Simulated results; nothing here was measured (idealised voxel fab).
Module name: voxel air gaps (process module)
The figure presents cross-section cut, which has a width of 235 nm and is divided into square cells with an edge length of 5 nm.
Reading order for cross-sections: top band down to bottom band. Underlying form: a grid of square cells. Band size: one or more rows of cells. In this notation a band is specified by the heights of its top and bottom, in that order and in nm, after which its materials appear from left to right, each paired with its width in nm. The word "edge to edge" attached to a single material means that material fills the band from edge to edge; the word "empty" stands for empty space. Note: height 0 marks the level under which the wafer is uniformly one material as received. Lowest band unbounded below, written "from 0 down". A width given as "30 to 40" starts at the first number in the band's top row and ends at the second number in its bottom row, shifting by an equal amount at every step from row to row. Where a step carries "nothing was modified", the cross-section came out of it unchanged, cell for cell. "Sealed cavities" means: voids of 8 cells or more that are shut off from the top with no open way through. Written width x height at distance, distance from the left edge, in nm. Step line, after settings: the simulator's comment on this step. A step line may carry the setting "overlay nm", which, for steps involving a mask, states the distance by which the mask lay to the right of its intended position; negative values denote displacement to the left.

The planned process steps are enumerated hereunder
1,RECEIVE,material Si
2,CONFORMAL_DEP,material SiO2,thk nm 10
3,CONFORMAL_DEP,material SiN,thk nm 5
4,DIRECTIONAL_DEP,material SiO2,thk nm 40
5,MASKED_ETCH,tone open,mask id LINES,width nm 25,pitch nm 55,etch materials SiO2,depth nm 40,overlay nm 0
6,CONFORMAL_DEP,material TiN,thk nm 5
7,FILL_DEP,material Ru,thk nm 5
8,CMP,height nm 55
9,EPI,material Ru,thk nm 10
10,SELECTIVE_ETCH,etch materials SiO2,depth nm 50
11,CONFORMAL_DEP,material SiCN,thk nm 5

What follows covers the first of two wafers; it ran as planned

Cross-section, incoming material, after step 1
	from 0 down | Si edge to edge
	Sealed cavities: none

Cross-section: wafer state after step 2
	from 10 to 0 | SiO2 edge to edge
	At heights below 0, the structure remains unaltered.

Cross-section: wafer state after step 3
	from 15 to 10 | SiN edge to edge
	At heights below 10, the structure remains unaltered.

Cross-section: wafer state after step 4
	from 55 to 15 | SiO2 edge to edge
	At heights below 15, the structure remains unaltered.

Cross-section: wafer state after step 5
	from 55 to 15 | SiO2: 20, empty: 25, SiO2: 30, empty: 25, SiO2: 30, empty: 25, SiO2: 30, empty: 25, SiO2: 25
	At heights below 15, the structure remains unaltered.

Cross-section: wafer state after step 6
	from 60 to 55 | TiN: 25, empty: 15, TiN: 40, empty: 15, TiN: 40, empty: 15, TiN: 40, empty: 15, TiN: 30
	from 55 to 20 | SiO2: 20, TiN: 5, empty: 15, TiN: 5, SiO2: 30, TiN: 5, empty: 15, TiN: 5, SiO2: 30, TiN: 5, empty: 15, TiN: 5, SiO2: 30, TiN: 5, empty: 15, TiN: 5, SiO2: 25
	from 20 to 15 | SiO2: 20, TiN: 25, SiO2: 30, TiN: 25, SiO2: 30, TiN: 25, SiO2: 30, TiN: 25, SiO2: 25
	At heights below 15, the structure remains unaltered.

Cross-section: wafer state after step 7
	from 65 to 60 | Ru edge to edge
	from 60 to 55 | TiN: 25, Ru: 15, TiN: 40, Ru: 15, TiN: 40, Ru: 15, TiN: 40, Ru: 15, TiN: 30
	from 55 to 20 | SiO2: 20, TiN: 5, Ru: 15, TiN: 5, SiO2: 30, TiN: 5, Ru: 15, TiN: 5, SiO2: 30, TiN: 5, Ru: 15, TiN: 5, SiO2: 30, TiN: 5, Ru: 15, TiN: 5, SiO2: 25
	At heights below 20, the structure remains unaltered.

Cross-section: wafer state after step 8
	from 55 to 20 | SiO2: 20, TiN: 5, Ru: 15, TiN: 5, SiO2: 30, TiN: 5, Ru: 15, TiN: 5, SiO2: 30, TiN: 5, Ru: 15, TiN: 5, SiO2: 30, TiN: 5, Ru: 15, TiN: 5, SiO2: 25
	At heights below 20, the structure remains unaltered.

Cross-section: wafer state after step 9
	from 65 to 55 | empty: 10, Ru: 45, empty: 10, Ru: 45, empty: 10, Ru: 45, empty: 10, Ru: 45, empty: 15
	At heights below 55, the structure remains unaltered.

Cross-section: wafer state after step 10
	from 65 to 55 | empty: 10, Ru: 45, empty: 10, Ru: 45, empty: 10, Ru: 45, empty: 10, Ru: 45, empty: 15
	from 55 to 20 | empty: 20, TiN: 5, Ru: 15, TiN: 5, empty: 30, TiN: 5, Ru: 15, TiN: 5, empty: 30, TiN: 5, Ru: 15, TiN: 5, empty: 30, TiN: 5, Ru: 15, TiN: 5, empty: 25
	from 20 to 15 | empty: 20, TiN: 25, empty: 30, TiN: 25, empty: 30, TiN: 25, empty: 30, TiN: 25, empty: 25
	At heights below 15, the structure remains unaltered.

Cross-section: wafer state after step 11
	from 70 to 65 | empty: 5, SiCN: 220, empty: 10
	from 65 to 55 | empty: 5, SiCN: 5, Ru: 45, SiCN: 10, Ru: 45, SiCN: 10, Ru: 45, SiCN: 10, Ru: 45, SiCN: 5, empty: 10
	from 55 to 50 | empty: 5, SiCN: 15, TiN: 5, Ru: 15, TiN: 5, SiCN: 30, TiN: 5, Ru: 15, TiN: 5, SiCN: 30, TiN: 5, Ru: 15, TiN: 5, SiCN: 30, TiN: 5, Ru: 15, TiN: 5, SiCN: 15, empty: 10
	from 50 to 20 | empty: 15, SiCN: 5, TiN: 5, Ru: 15, TiN: 5, SiCN: 5, empty: 20, SiCN: 5, TiN: 5, Ru: 15, TiN: 5, SiCN: 5, empty: 20, SiCN: 5, TiN: 5, Ru: 15, TiN: 5, SiCN: 5, empty: 20, SiCN: 5, TiN: 5, Ru: 15, TiN: 5, SiCN: 5, empty: 20
	from 20 to 15 | SiCN: 20, TiN: 25, SiCN: 30, TiN: 25, SiCN: 30, TiN: 25, SiCN: 30, TiN: 25, SiCN: 25
	At heights below 15, the structure remains unaltered.
	Sealed cavities: 20 x 30 at 50; 20 x 30 at 105; 20 x 30 at 160

What follows concerns the second wafer, which started out like the first and was meant to follow the very same plan; one mistake crept in when it was run, but everything up to and including step 8 is the same as for the first wafer

Second wafer shown in cross-section at the time step 9 was slated to end
	from 75 to 55 | Ru: 230, empty: 5
	At heights below 55, the structure remains unaltered.

Second wafer shown in cross-section at the time step 10 was slated to end
	from 75 to 55 | Ru: 230, empty: 5
	from 55 to 20 | SiO2: 20, TiN: 5, Ru: 15, TiN: 5, SiO2: 30, TiN: 5, Ru: 15, TiN: 5, SiO2: 30, TiN: 5, Ru: 15, TiN: 5, SiO2: 30, TiN: 5, Ru: 15, TiN: 5, empty: 25
	from 20 to 15 | SiO2: 20, TiN: 25, SiO2: 30, TiN: 25, SiO2: 30, TiN: 25, SiO2: 30, TiN: 25, empty: 25
	At heights below 15, the structure remains unaltered.

Second wafer shown in cross-section at the time step 11 was slated to end
	from 80 to 75 | SiCN edge to edge
	from 75 to 55 | Ru: 230, SiCN: 5
	from 55 to 50 | SiO2: 20, TiN: 5, Ru: 15, TiN: 5, SiO2: 30, TiN: 5, Ru: 15, TiN: 5, SiO2: 30, TiN: 5, Ru: 15, TiN: 5, SiO2: 30, TiN: 5, Ru: 15, TiN: 5, SiCN: 25
	from 50 to 20 | SiO2: 20, TiN: 5, Ru: 15, TiN: 5, SiO2: 30, TiN: 5, Ru: 15, TiN: 5, SiO2: 30, TiN: 5, Ru: 15, TiN: 5, SiO2: 30, TiN: 5, Ru: 15, TiN: 5, SiCN: 5, empty: 20
	from 20 to 15 | SiO2: 20, TiN: 25, SiO2: 30, TiN: 25, SiO2: 30, TiN: 25, SiO2: 30, TiN: 25, SiCN: 25
	At heights below 15, the structure remains unaltered.
	Sealed cavities: 20 x 30 at 215
It is concluded that the wafer was processed incorrectly with respect to the plan, in that step 9, plan: ran twice
The final cell counts differ between the wafers, with the second having more or fewer of some materials than the first: Ru +112, SiCN -92, SiO2 +176
Final count of closed voids per wafer: 3 in the first, 1 in the second.
